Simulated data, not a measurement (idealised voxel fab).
This section sets out a process module, namely voxel lift off.
Shown is cross-section cut, with a width of 195 nm and square cells of size 5 nm.
A cross-section in this document is a grid of square cells, and it is written down as bands, the top band listed before the ones below it; a band is made up of one or more rows of cells.
The entry gives the band's vertical extent as a top height and a bottom height in nm, then its horizontal make-up as materials from left to right, each with a width in nm. "blank" stands for empty space; a single material marked "everywhere" fills the band edge to edge.
Ref level 0: as-received wafer is one material below here. Bottom band extends down with no lower bound ("0 down").
The expression "30->40" gives the width at the extremes of the band, the first number at its top row of cells and the second at its bottom row, with the width changing by equal amounts from each row to the next in between.
"same as before", as given for a step, is the statement that not any cell of the cross-section underwent a change during that step.
"Closed void roster" specifies each empty space that is not open to the top and that occupies no fewer than 8 cells, using the form width x height at distance, the distance measured from the left edge and all three quantities in nm.
Anything after a step's settings on that line? It's the simulator's own note about the step.
Steps that use a mask can have "overlay nm" on their line. It says how far the mask sat to the right of where it was meant to be. Negative means to the left.

Steps planned for the process
1) RECEIVE [material Si]
2) CONFORMAL_DEP [material SiN] [thk nm 5]
3) PATTERN [tone open] [mask id LINES] [material resist] [width nm 30] [pitch nm 50] [thk nm 15] [overlay nm 0]
4) DIRECTIONAL_DEP [material Ru] [thk nm 5]
5) STRIP [etch materials resist]
6) CONFORMAL_DEP [material SiO2] [thk nm 10]

Cross-section of the wafer upon arrival, representing the state reached after step 1
0 down: Si everywhere
Closed void roster: none

Run as planned - first of the two wafers cross-sectioned at the end of the module
20 to 15: 20 blank; 150 SiO2; 25 blank
15 to 10: SiO2 everywhere
10 to 5: 30 SiO2; 30 Ru; 20 SiO2; 30 Ru; 20 SiO2; 30 Ru; 35 SiO2
5 to 0: SiN everywhere
0 down: Si everywhere
Closed void roster: none

Wafer two, sectioned after the module: the first wafer's start, the first wafer's plan, and one mistake in how it was run
15 to 10: 25 blank; 40 SiO2; 10 blank; 40 SiO2; 10 blank; 40 SiO2; 30 blank
10 to 5: 30 SiO2; 30 Ru; 20 SiO2; 30 Ru; 20 SiO2; 30 Ru; 35 SiO2
5 to 0: SiN everywhere
0 down: Si everywhere
Closed void roster: none
Which mistake was made when the wafer was run? off-plan run, step 6, actual operation and settings CONFORMAL_DEP [material SiO2] [thk nm 5]
Count the cells at the end and the second wafer has more or fewer of some materials than the first: SiO2: 45 fewer
